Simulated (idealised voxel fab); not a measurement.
Herein follows the process module entitled voxel ribs on slabs.
Pictured: cross-section cut, 155 nm wide, on a grid of 5 nm square cells.
A cross-section is a grid of square cells, given in bands from the top down. A band is one or more rows of cells. Heights first: top, then bottom, in nm. Then materials, left to right, each with a width in nm. "throughout" on a single material: fills the band edge to edge. "air": empty space. For the purposes of this specification, 0 denotes the height below which the wafer in its as-received condition is composed wholly of one material, and the lowermost band, lacking a lower limit, extends downward without end, as expressed in "z 0 and below". Quick explanation for "30 to 40": the width changes in equal steps down the rows of cells, from the first number in the band's top row to the second number in its bottom row. Basically "all unchanged" means that step didn't change any cell in the cross-section. Enclosed voids (no open way to top), threshold 8 cells or more, entry "Closed void inventory", notation width x height at distance, distance from left edge, nm. On each step's line, the part that comes after the settings is the simulator's own comment on the step. "overlay nm" answers the question of how far to the right of plan the mask lay on a step that has a mask, and when it is negative the answer is to the left.

## Process steps - plan
1. RECEIVE | material Si
2. DIRECTIONAL_DEP | material SiO2 | thk nm 20
3. DIRECTIONAL_DEP | material polySi | thk nm 25
4. PATTERN | tone cover | mask id RIB | material resist | width nm 25 | thk nm 15 | overlay nm 0
5. DIRECTIONAL_ETCH | etch materials polySi | depth nm 5
6. STRIP | etch materials resist
7. MASKED_ETCH | tone cover | mask id SLAB | width nm 85 | etch materials polySi | depth nm 20 | overlay nm 0
8. FILL_DEP | material SiO2 | thk nm 30
9. CMP | height nm 65
10. DIRECTIONAL_DEP | material TiN | thk nm 10
11. DIRECTIONAL_DEP | material aC | thk nm 5
12. PATTERN | tone cover | mask id HEATER | material resist | width nm 35 | thk nm 30 | overlay nm 0
13. DIRECTIONAL_ETCH | etch materials aC | depth nm 10
14. STRIP | etch materials resist
15. DIRECTIONAL_ETCH | etch materials TiN | depth nm 10
16. STRIP | etch materials aC
17. CONFORMAL_DEP | material SiN | thk nm 10
For this document, wafers share an identical start and vary in the step 11 thk nm; the plan quotes the first wafer's value.

## Step 1 complete: as-received cross-section of the first of several wafers
* z 0 and below: Si throughout
* Closed void inventory: none

## First of several wafers: cross-section at the end of the module, after step 17, its last step
* z 85 to 75: air 50  SiN 55  air 50
* z 75 to 65: SiN 60  TiN 35  SiN 60
* z 65 to 45: SiO2 throughout
* z 45 to 40: SiO2 65  polySi 25  SiO2 65
* z 40 to 20: SiO2 35  polySi 85  SiO2 35
* z 20 to 0: SiO2 throughout
* z 0 and below: Si throughout
* Closed void inventory: none

## The final wafer, sectioned at module end
* z 85 to 75: SiN throughout
* z 75 to 65: TiN throughout
* z 65 to 45: SiO2 throughout
* z 45 to 40: SiO2 65  polySi 25  SiO2 65
* z 40 to 20: SiO2 35  polySi 85  SiO2 35
* z 20 to 0: SiO2 throughout
* z 0 and below: Si throughout
* Closed void inventory: none

## Every row in this table is a wafer at the end of the module, and it gives, for each of the materials, the cells that wafer has gained (+) or lost (-) since it was received, then its closed voids
thk nm 5, +70 SiN, +330 SiO2, +14 TiN, +73 polySi, Closed void inventory: none
thk nm 10, +70 SiN, +330 SiO2, +14 TiN, +73 polySi, Closed void inventory: none
thk nm 15, +62 SiN, +330 SiO2, +62 TiN, +73 polySi, Closed void inventory: none
thk nm 20, +62 SiN, +330 SiO2, +62 TiN, +73 polySi, Closed void inventory: none
thk nm 25, +62 SiN, +330 SiO2, +62 TiN, +73 polySi, Closed void inventory: none
